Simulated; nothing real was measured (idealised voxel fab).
process module | voxel wiring stack
cross-section cut | 285 nm wide | cells 5 nm
A cross-section is a grid of square cells, given in bands from the top down. A band is one or more rows of cells.
Each band's line starts with the height of the band's top and of its bottom, in nm. Then come its materials from left to right, each with its width in nm. One material with "throughout" fills the band from edge to edge. "air" is empty space.
Height 0 is the level under which the wafer as received is all one material. The lowest band goes on downwards, as in "0 down".
A width such as "30 to 40" changes by the same amount from each row of cells to the next, from the band's top row to its bottom row.
"no change" after a step means that no cell of the cross-section changed.
closed voids: empty space of 8 cells or more with no open way to the top, each as width x height at its distance from the left edge, in nm
after a step's settings: what the simulator itself notes on the step
overlay nm, on a step with a mask: how far to the right of its planned place the mask lay; to the left if negative
plan
1 op RECEIVE | material Si
2 op CONFORMAL_DEP | material SiO2 | thk nm 10
3 op CONFORMAL_DEP | material SiN | thk nm 5
4 op DIRECTIONAL_DEP | material lowk | thk nm 25
5 op MASKED_ETCH | tone open | mask id METAL_1 | width nm 25 | pitch nm 55 | etch materials lowk | depth nm 25 | overlay nm 0
6 op MASKED_ETCH | tone open | mask id METAL_1 | width nm 25 | pitch nm 55 | etch materials SiN | depth nm 5 | overlay nm 0
7 op CONFORMAL_DEP | material TiN | thk nm 5
8 op FILL_DEP | material Cu | thk nm 5
9 op CMP | height nm 40
10 op CONFORMAL_DEP | material SiCN | thk nm 5
11 op DIRECTIONAL_DEP | material SiO2 | thk nm 25
12 op DIRECTIONAL_DEP | material aC | thk nm 10
13 op PATTERN | tone open | mask id METAL_2_HOLES | material resist | width nm 15 | thk nm 30 | overlay nm 0
14 op DIRECTIONAL_ETCH | etch materials aC | depth nm 10
15 op STRIP | etch materials resist
16 op DIRECTIONAL_ETCH | etch materials SiO2 | depth nm 25
17 op STRIP | etch materials aC
18 op MASKED_ETCH | tone open | mask id METAL_2 | width nm 25 | pitch nm 55 | etch materials SiO2 | depth nm 15 | overlay nm 0
19 op MASKED_ETCH | tone open | mask id METAL_2 | width nm 25 | pitch nm 55 | etch materials SiCN | depth nm 5 | overlay nm 0
20 op CONFORMAL_DEP | material TiN | thk nm 5
21 op FILL_DEP | material Cu | thk nm 5
22 op CMP | height nm 70
23 op CONFORMAL_DEP | material SiCN | thk nm 5
24 op DIRECTIONAL_DEP | material SiO2 | thk nm 30
25 op MASKED_ETCH | tone open | mask id METAL_3 | width nm 25 | pitch nm 55 | etch materials SiO2 | depth nm 20 | overlay nm 0
26 op DIRECTIONAL_DEP | material aC | thk nm 10
27 op PATTERN | tone open | mask id METAL_3_HOLES | material resist | width nm 15 | pitch nm 55 | thk nm 25 | overlay nm 0
28 op DIRECTIONAL_ETCH | etch materials aC | depth nm 10
29 op STRIP | etch materials resist
30 op DIRECTIONAL_ETCH | etch materials SiO2 | depth nm 10
31 op DIRECTIONAL_ETCH | etch materials SiCN | depth nm 5
32 op STRIP | etch materials aC
33 op CONFORMAL_DEP | material TiN | thk nm 5
34 op FILL_DEP | material Cu | thk nm 5
35 op CMP | height nm 105
36 op CONFORMAL_DEP | material SiCN | thk nm 5
37 op DIRECTIONAL_DEP | material SiO2 | thk nm 25
38 op PATTERN | tone open | mask id METAL_4_HOLES | material resist | width nm 15 | pitch nm 55 | thk nm 20 | overlay nm 0
39 op DIRECTIONAL_ETCH | etch materials SiO2 | depth nm 25
40 op STRIP | etch materials resist
41 op PATTERN | tone open | mask id METAL_4 | material resist | width nm 25 | pitch nm 55 | thk nm 20 | overlay nm 0
42 op DIRECTIONAL_ETCH | etch materials SiO2 | depth nm 15
43 op DIRECTIONAL_ETCH | etch materials SiCN | depth nm 5
44 op STRIP | etch materials resist
45 op CONFORMAL_DEP | material TiN | thk nm 5
46 op FILL_DEP | material Cu | thk nm 10
47 op CMP | height nm 135
48 op CONFORMAL_DEP | material SiN | thk nm 5
first wafer, as planned
as received, after step 1
  0 down: Si throughout
  closed voids: none
after step 2
  10 to 0: SiO2 throughout
  below 0: unchanged
after step 3
  15 to 10: SiN throughout
  below 10: unchanged
after step 4
  40 to 15: lowk throughout
  below 15: unchanged
after step 5
  40 to 15: lowk 100 | air 25 | lowk 30 | air 25 | lowk 105
  below 15: unchanged
after step 6
  40 to 15: lowk 100 | air 25 | lowk 30 | air 25 | lowk 105
  15 to 10: SiN 100 | air 25 | SiN 30 | air 25 | SiN 105
  below 10: unchanged
after step 7
  45 to 40: TiN 105 | air 15 | TiN 40 | air 15 | TiN 110
  40 to 15: lowk 100 | TiN 5 | air 15 | TiN 5 | lowk 30 | TiN 5 | air 15 | TiN 5 | lowk 105
  15 to 10: SiN 100 | TiN 25 | SiN 30 | TiN 25 | SiN 105
  below 10: unchanged
after step 8
  50 to 45: Cu throughout
  45 to 40: TiN 105 | Cu 15 | TiN 40 | Cu 15 | TiN 110
  40 to 15: lowk 100 | TiN 5 | Cu 15 | TiN 5 | lowk 30 | TiN 5 | Cu 15 | TiN 5 | lowk 105
  below 15: unchanged
after step 9
  40 to 15: lowk 100 | TiN 5 | Cu 15 | TiN 5 | lowk 30 | TiN 5 | Cu 15 | TiN 5 | lowk 105
  below 15: unchanged
after step 10
  45 to 40: SiCN throughout
  below 40: unchanged
after step 11
  70 to 45: SiO2 throughout
  below 45: unchanged
after step 12
  80 to 70: aC throughout
  below 70: unchanged
after step 13
  110 to 80: resist 100 | air 15 | resist 170
  below 80: unchanged
after step 14
  100 to 80: resist 100 | air 15 | resist 170
  80 to 70: aC 100 | air 15 | aC 170
  below 70: unchanged
after step 15
  80 to 70: aC 100 | air 15 | aC 170
  below 70: unchanged
after step 16
  80 to 70: aC 100 | air 15 | aC 170
  70 to 45: SiO2 100 | air 15 | SiO2 170
  below 45: unchanged
after step 17
  70 to 45: SiO2 100 | air 15 | SiO2 170
  below 45: unchanged
after step 18
  70 to 55: SiO2 100 | air 25 | SiO2 30 | air 25 | SiO2 105
  below 55: unchanged
after step 19
  70 to 55: SiO2 100 | air 25 | SiO2 30 | air 25 | SiO2 105
  55 to 45: SiO2 100 | air 15 | SiO2 170
  45 to 40: SiCN 100 | air 15 | SiCN 170
  below 40: unchanged
after step 20
  75 to 70: TiN 105 | air 15 | TiN 40 | air 15 | TiN 110
  70 to 60: SiO2 100 | TiN 5 | air 15 | TiN 5 | SiO2 30 | TiN 5 | air 15 | TiN 5 | SiO2 105
  60 to 55: SiO2 100 | TiN 5 | air 5 | TiN 15 | SiO2 30 | TiN 25 | SiO2 105
  55 to 45: SiO2 100 | TiN 5 | air 5 | TiN 5 | SiO2 170
  45 to 40: SiCN 100 | TiN 15 | SiCN 170
  below 40: unchanged
after step 21
  80 to 75: Cu throughout
  75 to 70: TiN 105 | Cu 15 | TiN 40 | Cu 15 | TiN 110
  70 to 60: SiO2 100 | TiN 5 | Cu 15 | TiN 5 | SiO2 30 | TiN 5 | Cu 15 | TiN 5 | SiO2 105
  60 to 55: SiO2 100 | TiN 5 | Cu 5 | TiN 15 | SiO2 30 | TiN 25 | SiO2 105
  55 to 45: SiO2 100 | TiN 5 | Cu 5 | TiN 5 | SiO2 170
  below 45: unchanged
after step 22
  70 to 60: SiO2 100 | TiN 5 | Cu 15 | TiN 5 | SiO2 30 | TiN 5 | Cu 15 | TiN 5 | SiO2 105
  below 60: unchanged
after step 23
  75 to 70: SiCN throughout
  below 70: unchanged
after step 24
  105 to 75: SiO2 throughout
  below 75: unchanged
after step 25
  105 to 85: SiO2 100 | air 25 | SiO2 30 | air 25 | SiO2 105
  below 85: unchanged
after step 26
  115 to 105: aC 100 | air 25 | aC 30 | air 25 | aC 105
  105 to 95: SiO2 100 | air 25 | SiO2 30 | air 25 | SiO2 105
  95 to 85: SiO2 100 | aC 25 | SiO2 30 | aC 25 | SiO2 105
  below 85: unchanged
after step 27
  140 to 115: resist 100 | air 15 | resist 40 | air 15 | resist 115
  115 to 105: aC 100 | air 15 | resist 10 | aC 30 | air 15 | resist 10 | aC 105
  105 to 95: SiO2 100 | air 15 | resist 10 | SiO2 30 | air 15 | resist 10 | SiO2 105
  below 95: unchanged
after step 28
  130 to 115: resist 100 | air 15 | resist 40 | air 15 | resist 115
  115 to 105: aC 100 | air 15 | resist 10 | aC 30 | air 15 | resist 10 | aC 105
  105 to 95: SiO2 100 | air 15 | resist 10 | SiO2 30 | air 15 | resist 10 | SiO2 105
  95 to 85: SiO2 100 | air 15 | aC 10 | SiO2 30 | air 15 | aC 10 | SiO2 105
  below 85: unchanged
after step 29
  115 to 105: aC 100 | air 25 | aC 30 | air 25 | aC 105
  105 to 95: SiO2 100 | air 25 | SiO2 30 | air 25 | SiO2 105
  below 95: unchanged
after step 30
  115 to 105: aC 100 | air 25 | aC 30 | air 25 | aC 105
  105 to 95: SiO2 100 | air 25 | SiO2 30 | air 25 | SiO2 105
  95 to 85: SiO2 100 | air 15 | aC 10 | SiO2 30 | air 15 | aC 10 | SiO2 105
  85 to 75: SiO2 100 | air 15 | SiO2 40 | air 15 | SiO2 115
  below 75: unchanged
after step 31
  115 to 105: aC 100 | air 25 | aC 30 | air 25 | aC 105
  105 to 95: SiO2 100 | air 25 | SiO2 30 | air 25 | SiO2 105
  95 to 85: SiO2 100 | air 15 | aC 10 | SiO2 30 | air 15 | aC 10 | SiO2 105
  85 to 75: SiO2 100 | air 15 | SiO2 40 | air 15 | SiO2 115
  75 to 70: SiCN 100 | air 15 | SiCN 40 | air 15 | SiCN 115
  below 70: unchanged
after step 32
  105 to 85: SiO2 100 | air 25 | SiO2 30 | air 25 | SiO2 105
  below 85: unchanged
after step 33
  110 to 105: TiN 105 | air 15 | TiN 40 | air 15 | TiN 110
  105 to 90: SiO2 100 | TiN 5 | air 15 | TiN 5 | SiO2 30 | TiN 5 | air 15 | TiN 5 | SiO2 105
  90 to 85: SiO2 100 | TiN 5 | air 5 | TiN 15 | SiO2 30 | TiN 5 | air 5 | TiN 15 | SiO2 105
  85 to 75: SiO2 100 | TiN 5 | air 5 | TiN 5 | SiO2 40 | TiN 5 | air 5 | TiN 5 | SiO2 115
  75 to 70: SiCN 100 | TiN 15 | SiCN 40 | TiN 15 | SiCN 115
  below 70: unchanged
after step 34
  115 to 110: Cu throughout
  110 to 105: TiN 105 | Cu 15 | TiN 40 | Cu 15 | TiN 110
  105 to 90: SiO2 100 | TiN 5 | Cu 15 | TiN 5 | SiO2 30 | TiN 5 | Cu 15 | TiN 5 | SiO2 105
  90 to 85: SiO2 100 | TiN 5 | Cu 5 | TiN 15 | SiO2 30 | TiN 5 | Cu 5 | TiN 15 | SiO2 105
  85 to 75: SiO2 100 | TiN 5 | Cu 5 | TiN 5 | SiO2 40 | TiN 5 | Cu 5 | TiN 5 | SiO2 115
  below 75: unchanged
after step 35
  105 to 90: SiO2 100 | TiN 5 | Cu 15 | TiN 5 | SiO2 30 | TiN 5 | Cu 15 | TiN 5 | SiO2 105
  below 90: unchanged
after step 36
  110 to 105: SiCN throughout
  below 105: unchanged
after step 37
  135 to 110: SiO2 throughout
  below 110: unchanged
after step 38
  155 to 135: resist 100 | air 15 | resist 40 | air 15 | resist 115
  below 135: unchanged
after step 39
  155 to 135: resist 100 | air 15 | resist 40 | air 15 | resist 115
  135 to 110: SiO2 100 | air 15 | SiO2 40 | air 15 | SiO2 115
  below 110: unchanged
after step 40
  135 to 110: SiO2 100 | air 15 | SiO2 40 | air 15 | SiO2 115
  below 110: unchanged
after step 41
  155 to 135: resist 100 | air 25 | resist 30 | air 25 | resist 105
  below 135: unchanged
after step 42
  155 to 135: resist 100 | air 25 | resist 30 | air 25 | resist 105
  135 to 120: SiO2 100 | air 25 | SiO2 30 | air 25 | SiO2 105
  below 120: unchanged
after step 43
  155 to 135: resist 100 | air 25 | resist 30 | air 25 | resist 105
  135 to 120: SiO2 100 | air 25 | SiO2 30 | air 25 | SiO2 105
  120 to 110: SiO2 100 | air 15 | SiO2 40 | air 15 | SiO2 115
  110 to 105: SiCN 100 | air 15 | SiCN 40 | air 15 | SiCN 115
  below 105: unchanged
after step 44
  135 to 120: SiO2 100 | air 25 | SiO2 30 | air 25 | SiO2 105
  below 120: unchanged
after step 45
  140 to 135: TiN 105 | air 15 | TiN 40 | air 15 | TiN 110
  135 to 125: SiO2 100 | TiN 5 | air 15 | TiN 5 | SiO2 30 | TiN 5 | air 15 | TiN 5 | SiO2 105
  125 to 120: SiO2 100 | TiN 5 | air 5 | TiN 15 | SiO2 30 | TiN 5 | air 5 | TiN 15 | SiO2 105
  120 to 110: SiO2 100 | TiN 5 | air 5 | TiN 5 | SiO2 40 | TiN 5 | air 5 | TiN 5 | SiO2 115
  110 to 105: SiCN 100 | TiN 15 | SiCN 40 | TiN 15 | SiCN 115
  below 105: unchanged
after step 46
  150 to 140: Cu throughout
  140 to 135: TiN 105 | Cu 15 | TiN 40 | Cu 15 | TiN 110
  135 to 125: SiO2 100 | TiN 5 | Cu 15 | TiN 5 | SiO2 30 | TiN 5 | Cu 15 | TiN 5 | SiO2 105
  125 to 120: SiO2 100 | TiN 5 | Cu 5 | TiN 15 | SiO2 30 | TiN 5 | Cu 5 | TiN 15 | SiO2 105
  120 to 110: SiO2 100 | TiN 5 | Cu 5 | TiN 5 | SiO2 40 | TiN 5 | Cu 5 | TiN 5 | SiO2 115
  below 110: unchanged
after step 47
  135 to 125: SiO2 100 | TiN 5 | Cu 15 | TiN 5 | SiO2 30 | TiN 5 | Cu 15 | TiN 5 | SiO2 105
  below 125: unchanged
after step 48
  140 to 135: SiN throughout
  below 135: unchanged
second wafer: like start, like plan, one mistake. Through step 22 it matches the first wafer
when step 23 should have ended
  75 to 70: TiN throughout
  below 70: unchanged
when step 24 should have ended
  105 to 75: SiO2 throughout
  below 75: unchanged
when step 25 should have ended
  105 to 85: SiO2 100 | air 25 | SiO2 30 | air 25 | SiO2 105
  below 85: unchanged
when step 26 should have ended
  115 to 105: aC 100 | air 25 | aC 30 | air 25 | aC 105
  105 to 95: SiO2 100 | air 25 | SiO2 30 | air 25 | SiO2 105
  95 to 85: SiO2 100 | aC 25 | SiO2 30 | aC 25 | SiO2 105
  below 85: unchanged
when step 27 should have ended
  140 to 115: resist 100 | air 15 | resist 40 | air 15 | resist 115
  115 to 105: aC 100 | air 15 | resist 10 | aC 30 | air 15 | resist 10 | aC 105
  105 to 95: SiO2 100 | air 15 | resist 10 | SiO2 30 | air 15 | resist 10 | SiO2 105
  below 95: unchanged
when step 28 should have ended
  130 to 115: resist 100 | air 15 | resist 40 | air 15 | resist 115
  115 to 105: aC 100 | air 15 | resist 10 | aC 30 | air 15 | resist 10 | aC 105
  105 to 95: SiO2 100 | air 15 | resist 10 | SiO2 30 | air 15 | resist 10 | SiO2 105
  95 to 85: SiO2 100 | air 15 | aC 10 | SiO2 30 | air 15 | aC 10 | SiO2 105
  below 85: unchanged
when step 29 should have ended
  115 to 105: aC 100 | air 25 | aC 30 | air 25 | aC 105
  105 to 95: SiO2 100 | air 25 | SiO2 30 | air 25 | SiO2 105
  below 95: unchanged
when step 30 should have ended
  115 to 105: aC 100 | air 25 | aC 30 | air 25 | aC 105
  105 to 95: SiO2 100 | air 25 | SiO2 30 | air 25 | SiO2 105
  95 to 85: SiO2 100 | air 15 | aC 10 | SiO2 30 | air 15 | aC 10 | SiO2 105
  85 to 75: SiO2 100 | air 15 | SiO2 40 | air 15 | SiO2 115
  below 75: unchanged
when step 31 should have ended: no change
when step 32 should have ended
  105 to 85: SiO2 100 | air 25 | SiO2 30 | air 25 | SiO2 105
  below 85: unchanged
when step 33 should have ended
  110 to 105: TiN 105 | air 15 | TiN 40 | air 15 | TiN 110
  105 to 90: SiO2 100 | TiN 5 | air 15 | TiN 5 | SiO2 30 | TiN 5 | air 15 | TiN 5 | SiO2 105
  90 to 80: SiO2 100 | TiN 5 | air 5 | TiN 15 to 5 | SiO2 30 to 40 | TiN 5 | air 5 | TiN 15 to 5 | SiO2 105 to 115
  80 to 75: SiO2 100 | TiN 15 | SiO2 40 | TiN 15 | SiO2 115
  below 75: unchanged
when step 34 should have ended
  115 to 110: Cu throughout
  110 to 105: TiN 105 | Cu 15 | TiN 40 | Cu 15 | TiN 110
  105 to 90: SiO2 100 | TiN 5 | Cu 15 | TiN 5 | SiO2 30 | TiN 5 | Cu 15 | TiN 5 | SiO2 105
  90 to 80: SiO2 100 | TiN 5 | Cu 5 | TiN 15 to 5 | SiO2 30 to 40 | TiN 5 | Cu 5 | TiN 15 to 5 | SiO2 105 to 115
  below 80: unchanged
when step 35 should have ended
  105 to 90: SiO2 100 | TiN 5 | Cu 15 | TiN 5 | SiO2 30 | TiN 5 | Cu 15 | TiN 5 | SiO2 105
  below 90: unchanged
when step 36 should have ended
  110 to 105: SiCN throughout
  below 105: unchanged
when step 37 should have ended
  135 to 110: SiO2 throughout
  below 110: unchanged
when step 38 should have ended
  155 to 135: resist 100 | air 15 | resist 40 | air 15 | resist 115
  below 135: unchanged
when step 39 should have ended
  155 to 135: resist 100 | air 15 | resist 40 | air 15 | resist 115
  135 to 110: SiO2 100 | air 15 | SiO2 40 | air 15 | SiO2 115
  below 110: unchanged
when step 40 should have ended
  135 to 110: SiO2 100 | air 15 | SiO2 40 | air 15 | SiO2 115
  below 110: unchanged
when step 41 should have ended
  155 to 135: resist 100 | air 25 | resist 30 | air 25 | resist 105
  below 135: unchanged
when step 42 should have ended
  155 to 135: resist 100 | air 25 | resist 30 | air 25 | resist 105
  135 to 120: SiO2 100 | air 25 | SiO2 30 | air 25 | SiO2 105
  below 120: unchanged
when step 43 should have ended
  155 to 135: resist 100 | air 25 | resist 30 | air 25 | resist 105
  135 to 120: SiO2 100 | air 25 | SiO2 30 | air 25 | SiO2 105
  120 to 110: SiO2 100 | air 15 | SiO2 40 | air 15 | SiO2 115
  110 to 105: SiCN 100 | air 15 | SiCN 40 | air 15 | SiCN 115
  below 105: unchanged
when step 44 should have ended
  135 to 120: SiO2 100 | air 25 | SiO2 30 | air 25 | SiO2 105
  below 120: unchanged
when step 45 should have ended
  140 to 135: TiN 105 | air 15 | TiN 40 | air 15 | TiN 110
  135 to 125: SiO2 100 | TiN 5 | air 15 | TiN 5 | SiO2 30 | TiN 5 | air 15 | TiN 5 | SiO2 105
  125 to 120: SiO2 100 | TiN 5 | air 5 | TiN 15 | SiO2 30 | TiN 5 | air 5 | TiN 15 | SiO2 105
  120 to 110: SiO2 100 | TiN 5 | air 5 | TiN 5 | SiO2 40 | TiN 5 | air 5 | TiN 5 | SiO2 115
  110 to 105: SiCN 100 | TiN 15 | SiCN 40 | TiN 15 | SiCN 115
  below 105: unchanged
when step 46 should have ended
  150 to 140: Cu throughout
  140 to 135: TiN 105 | Cu 15 | TiN 40 | Cu 15 | TiN 110
  135 to 125: SiO2 100 | TiN 5 | Cu 15 | TiN 5 | SiO2 30 | TiN 5 | Cu 15 | TiN 5 | SiO2 105
  125 to 120: SiO2 100 | TiN 5 | Cu 5 | TiN 15 | SiO2 30 | TiN 5 | Cu 5 | TiN 15 | SiO2 105
  120 to 110: SiO2 100 | TiN 5 | Cu 5 | TiN 5 | SiO2 40 | TiN 5 | Cu 5 | TiN 5 | SiO2 115
  below 110: unchanged
when step 47 should have ended
  135 to 125: SiO2 100 | TiN 5 | Cu 15 | TiN 5 | SiO2 30 | TiN 5 | Cu 15 | TiN 5 | SiO2 105
  below 125: unchanged
when step 48 should have ended
  140 to 135: SiN throughout
  below 135: unchanged
what went wrong: step 23 ran as: op CONFORMAL_DEP | material TiN | thk nm 5
at the end the second wafer has, in cells: 2 fewer of Cu | 51 fewer of SiCN | 53 more of TiN
